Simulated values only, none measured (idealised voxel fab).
The following is a process module called voxel lift off.
Section shown: cut. Width: 155 nm. Cell size: 5 nm, square.
In what follows, cross-sections appear as grids of square cells, described through bands that run from the top down, where every band is one or more rows of cells. Heights first: top, then bottom, in nm. Then materials, left to right, each with a width in nm. "throughout" on a single material: fills the band edge to edge. "blank": empty space. Height 0 is the level under which the wafer as received is all one material. The lowest band goes on downwards, as in "0 down". The width entry "30..40" should be interpreted row by row: the top row of cells in the band takes the first number, the bottom row takes the second number, and the change between adjacent rows is uniform throughout. Take "no modifications" at face value: in the step it is given for, the cross-section changed in none of its cells. "Enclosed cavities" means: voids of 8 cells or more that are shut off from the top with no open way through. Written width x height at distance, distance from the left edge, in nm. Anything after a step's settings on that line? It's the simulator's own note about the step. A step line may carry the setting "overlay nm", which, for steps involving a mask, states the distance by which the mask lay to the right of its intended position; negative values denote displacement to the left.

**This section lists the process steps that were planned**
| 1 | op RECEIVE | material Si |
| 2 | op CONFORMAL_DEP | material Al2O3 | thk nm 5 |
| 3 | op PATTERN | tone open | mask id LINES | material resist | width nm 15 | pitch nm 30 | thk nm 25 | overlay nm 0 |
| 4 | op DIRECTIONAL_DEP | material Ru | thk nm 15 |
| 5 | op STRIP | etch materials resist |
| 6 | op CONFORMAL_DEP | material SiO2 | thk nm 5 |

**first wafer, as planned**

**Shown in cross-section is the wafer as received, that is, as it stands after step 1**
  0 down | Si throughout
  Enclosed cavities: none

**Step 2 complete: cross-section through the wafer**
  5 to 0 | Al2O3 throughout
  Beneath the level 0, the cross-section is identical to its previous state.

**Step 3 complete: cross-section through the wafer**
  30 to 5 | 25 of resist, 15 of blank, 15 of resist, 15 of blank, 15 of resist, 15 of blank, 15 of resist, 15 of blank, 25 of resist
  Beneath the level 5, the cross-section is identical to its previous state.

**Step 4 complete: cross-section through the wafer**
  45 to 30 | 25 of Ru, 15 of blank, 15 of Ru, 15 of blank, 15 of Ru, 15 of blank, 15 of Ru, 15 of blank, 25 of Ru
  30 to 20 | 25 of resist, 15 of blank, 15 of resist, 15 of blank, 15 of resist, 15 of blank, 15 of resist, 15 of blank, 25 of resist
  20 to 5 | 25 of resist, 15 of Ru, 15 of resist, 15 of Ru, 15 of resist, 15 of Ru, 15 of resist, 15 of Ru, 25 of resist
  Beneath the level 5, the cross-section is identical to its previous state.

**Step 5 complete: cross-section through the wafer**
  20 to 5 | 25 of blank, 15 of Ru, 15 of blank, 15 of Ru, 15 of blank, 15 of Ru, 15 of blank, 15 of Ru, 25 of blank
  Beneath the level 5, the cross-section is identical to its previous state.

**Step 6 complete: cross-section through the wafer**
  25 to 20 | 20 of blank, 25 of SiO2, 5 of blank, 25 of SiO2, 5 of blank, 25 of SiO2, 5 of blank, 25 of SiO2, 20 of blank
  20 to 10 | 20 of blank, 5 of SiO2, 15 of Ru, 5 of SiO2, 5 of blank, 5 of SiO2, 15 of Ru, 5 of SiO2, 5 of blank, 5 of SiO2, 15 of Ru, 5 of SiO2, 5 of blank, 5 of SiO2, 15 of Ru, 5 of SiO2, 20 of blank
  10 to 5 | 25 of SiO2, 15 of Ru, 15 of SiO2, 15 of Ru, 15 of SiO2, 15 of Ru, 15 of SiO2, 15 of Ru, 25 of SiO2
  Beneath the level 5, the cross-section is identical to its previous state.

**Regarding the second of the two wafers: it shared the first wafer's starting condition and process plan, yet one error occurred during its execution. Its history coincides with that of the first wafer up to and including step 2**

**Second wafer, cut view, end of step 3 per plan**
  30 to 5 | 35 of resist, 15 of blank, 15 of resist, 15 of blank, 15 of resist, 15 of blank, 15 of resist, 15 of blank, 15 of resist
  Beneath the level 5, the cross-section is identical to its previous state.

**Second wafer, cut view, end of step 4 per plan**
  45 to 30 | 35 of Ru, 15 of blank, 15 of Ru, 15 of blank, 15 of Ru, 15 of blank, 15 of Ru, 15 of blank, 15 of Ru
  30 to 20 | 35 of resist, 15 of blank, 15 of resist, 15 of blank, 15 of resist, 15 of blank, 15 of resist, 15 of blank, 15 of resist
  20 to 5 | 35 of resist, 15 of Ru, 15 of resist, 15 of Ru, 15 of resist, 15 of Ru, 15 of resist, 15 of Ru, 15 of resist
  Beneath the level 5, the cross-section is identical to its previous state.

**Second wafer, cut view, end of step 5 per plan**
  20 to 5 | 35 of blank, 15 of Ru, 15 of blank, 15 of Ru, 15 of blank, 15 of Ru, 15 of blank, 15 of Ru, 15 of blank
  Beneath the level 5, the cross-section is identical to its previous state.

**Second wafer, cut view, end of step 6 per plan**
  25 to 20 | 30 of blank, 25 of SiO2, 5 of blank, 25 of SiO2, 5 of blank, 25 of SiO2, 5 of blank, 25 of SiO2, 10 of blank
  20 to 10 | 30 of blank, 5 of SiO2, 15 of Ru, 5 of SiO2, 5 of blank, 5 of SiO2, 15 of Ru, 5 of SiO2, 5 of blank, 5 of SiO2, 15 of Ru, 5 of SiO2, 5 of blank, 5 of SiO2, 15 of Ru, 5 of SiO2, 10 of blank
  10 to 5 | 35 of SiO2, 15 of Ru, 15 of SiO2, 15 of Ru, 15 of SiO2, 15 of Ru, 15 of SiO2, 15 of Ru, 15 of SiO2
  Beneath the level 5, the cross-section is identical to its previous state.
Finding, execution versus plan: rather than as planned, step 3 actually ran as op PATTERN | tone open | mask id LINES | material resist | width nm 15 | pitch nm 30 | thk nm 25 | overlay nm 10
at the end the second wafer has, in cells: as many of each material as the first, in other places
